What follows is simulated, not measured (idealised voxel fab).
Process module under the name voxel wiring stack
Square cell edge 5 nm, section width 190 nm, ID cut.
If you're reading a cross-section in this doc, picture square cells in a grid; it comes to you as bands, top ones listed first down to the bottom, and a band can be one or more rows of cells.
Heads up on the band format: heights come first, top then bottom, in nm. After that it's the materials left to right, each with its width in nm. A single material flagged "all across" fills the whole band edge to edge, and "blank" means there's empty space there.
All heights in this document are referenced to 0, defined as the level beneath which the wafer, as received, consists entirely of one material. The lowest band is not bounded below; it extends indefinitely downward and is written in the form "0 -> down".
The width entry "30->40" should be interpreted row by row: the top row of cells in the band takes the first number, the bottom row takes the second number, and the change between adjacent rows is uniform throughout.
For the purposes of this document, the phrase "no alteration" attached to a step denotes that no cell within the cross-section was modified by that step.
Unvented voids: empty space of 8 cells or more with no open way to the top, each as width x height at its distance from the left edge, in nm
It should be noted that, on the line of a given step, the content following the step's settings is a remark produced by the simulator itself with respect to that step.
A step line may carry the setting "overlay nm", which, for steps involving a mask, states the distance by which the mask lay to the right of its intended position; negative values denote displacement to the left.
-- Planned step list for the process
1: op RECEIVE | material Si
2: op CONFORMAL_DEP | material SiO2 | thk nm 10
3: op CONFORMAL_DEP | material SiCN | thk nm 5
4: op DIRECTIONAL_DEP | material lowk | thk nm 20
5: op DIRECTIONAL_DEP | material aC | thk nm 15
6: op PATTERN | tone open | mask id METAL_1 | material resist | width nm 25 | pitch nm 55 | thk nm 35 | overlay nm 0
7: op DIRECTIONAL_ETCH | etch materials aC | depth nm 15
8: op STRIP | etch materials resist
9: op DIRECTIONAL_ETCH | etch materials lowk | depth nm 20
10: op DIRECTIONAL_ETCH | etch materials SiCN | depth nm 5
11: op STRIP | etch materials aC
12: op CONFORMAL_DEP | material TiN | thk nm 5
13: op FILL_DEP | material Cu | thk nm 5
14: op CMP | height nm 35
15: op CONFORMAL_DEP | material SiCN | thk nm 5
16: op DIRECTIONAL_DEP | material lowk | thk nm 10
17: op DIRECTIONAL_DEP | material aC | thk nm 10
18: op PATTERN | tone open | mask id PLUG_1 | material resist | width nm 15 | thk nm 30 | overlay nm 0
19: op DIRECTIONAL_ETCH | etch materials aC | depth nm 10
20: op STRIP | etch materials resist
21: op DIRECTIONAL_ETCH | etch materials lowk | depth nm 10
22: op DIRECTIONAL_ETCH | etch materials SiCN | depth nm 5
23: op STRIP | etch materials aC
24: op EPI | material Ru | thk nm 10
25: op EPI | material Ru | thk nm 5
26: op DIRECTIONAL_DEP | material TiN | thk nm 5
27: op DIRECTIONAL_DEP | material Ru | thk nm 15
28: op DIRECTIONAL_DEP | material aC | thk nm 10
29: op PATTERN | tone cover | mask id METAL_2 | material resist | width nm 25 | pitch nm 55 | thk nm 30 | overlay nm 0
30: op DIRECTIONAL_ETCH | etch materials aC | depth nm 10
31: op STRIP | etch materials resist
32: op DIRECTIONAL_ETCH | etch materials Ru | depth nm 15
33: op DIRECTIONAL_ETCH | etch materials TiN | depth nm 5
34: op STRIP | etch materials aC
35: op CONFORMAL_DEP | material SiN | thk nm 5
36: op FILL_DEP | material SiO2 | thk nm 10
37: op CMP | height nm 70
38: op CONFORMAL_DEP | material SiCN | thk nm 5
39: op DIRECTIONAL_DEP | material lowk | thk nm 30
40: op DIRECTIONAL_DEP | material aC | thk nm 15
41: op PATTERN | tone open | mask id METAL_3 | material resist | width nm 25 | pitch nm 55 | thk nm 35 | overlay nm 0
42: op DIRECTIONAL_ETCH | etch materials aC | depth nm 15
43: op STRIP | etch materials resist
44: op DIRECTIONAL_ETCH | etch materials lowk | depth nm 20
45: op STRIP | etch materials aC
46: op PATTERN | tone open | mask id METAL_3_HOLES | material resist | width nm 15 | pitch nm 55 | thk nm 15 | overlay nm 0
47: op DIRECTIONAL_ETCH | etch materials lowk | depth nm 10
48: op DIRECTIONAL_ETCH | etch materials SiCN | depth nm 5
49: op STRIP | etch materials resist
50: op CONFORMAL_DEP | material TiN | thk nm 5
51: op FILL_DEP | material Ru | thk nm 5
52: op CMP | height nm 105
53: op CONFORMAL_DEP | material SiCN | thk nm 5
54: op DIRECTIONAL_DEP | material lowk | thk nm 25
55: op MASKED_ETCH | tone open | mask id METAL_4_HOLES | width nm 15 | pitch nm 55 | etch materials lowk | depth nm 25 | overlay nm 0
56: op DIRECTIONAL_DEP | material aC | thk nm 10
57: op PATTERN | tone open | mask id METAL_4 | material resist | width nm 25 | pitch nm 55 | thk nm 30 | overlay nm 0
58: op DIRECTIONAL_ETCH | etch materials aC | depth nm 10
59: op STRIP | etch materials resist
60: op DIRECTIONAL_ETCH | etch materials lowk | depth nm 15
61: op DIRECTIONAL_ETCH | etch materials SiCN | depth nm 5
62: op STRIP | etch materials aC
63: op CONFORMAL_DEP | material TiN | thk nm 5
64: op FILL_DEP | material Cu | thk nm 10
65: op CMP | height nm 135
66: op CONFORMAL_DEP | material SiCN | thk nm 5
-- Wafer cross-section on receipt, i.e. after step 1
* 0 -> down: Si all across
* Unvented voids: none
-- The module was run from the start shown above using the plan shown above, but one mistake was made doing it; the resulting wafer cross-section is below
* 140 -> 135: SiCN all across
* 135 -> 125: lowk 55, TiN 5, Cu 15, TiN 5, lowk 30, TiN 5, Cu 15, TiN 5, lowk 55
* 125 -> 120: lowk 55, TiN 5, Cu 5, TiN 15, lowk 30, TiN 5, Cu 5, TiN 15, lowk 55
* 120 -> 110: lowk 55, TiN 5, Cu 5, TiN 5, lowk 40, TiN 5, Cu 5, TiN 5, lowk 65
* 110 -> 105: SiCN 55, TiN 15, SiCN 40, TiN 15, SiCN 65
* 105 -> 90: lowk 55, TiN 5, Ru 15, TiN 5, lowk 30, TiN 5, Ru 15, TiN 5, lowk 55
* 90 -> 85: lowk 55, TiN 5, Ru 5, TiN 15, lowk 30, TiN 5, Ru 5, TiN 15, lowk 55
* 85 -> 75: lowk 55, TiN 5, Ru 5, TiN 5, lowk 40, TiN 5, Ru 5, TiN 5, lowk 65
* 75 -> 70: SiCN 55, TiN 15, SiCN 40, TiN 15, SiCN 65
* 70 -> 65: SiO2 50, SiN 35, SiO2 20, SiN 35, SiO2 50
* 65 -> 50: SiO2 50, SiN 5, Ru 25, SiN 5, SiO2 20, SiN 5, Ru 25, SiN 5, SiO2 50
* 50 -> 45: SiN 55, TiN 25, SiN 30, TiN 25, SiN 55
* 45 -> 35: lowk 55, Ru 15, lowk 120
* 35 -> 30: SiCN 55, Ru 15, SiCN 120
* 30 -> 15: lowk 55, TiN 5, Cu 15, TiN 5, lowk 30, TiN 5, Cu 15, TiN 5, lowk 55
* 15 -> 10: SiCN 55, TiN 25, SiCN 30, TiN 25, SiCN 55
* 10 -> 0: SiO2 all across
* 0 -> down: Si all across
* Unvented voids: none
Against the plan, the run slipped here: step 14 ran with different settings than intended, the actual operation and settings being op CMP | height nm 30
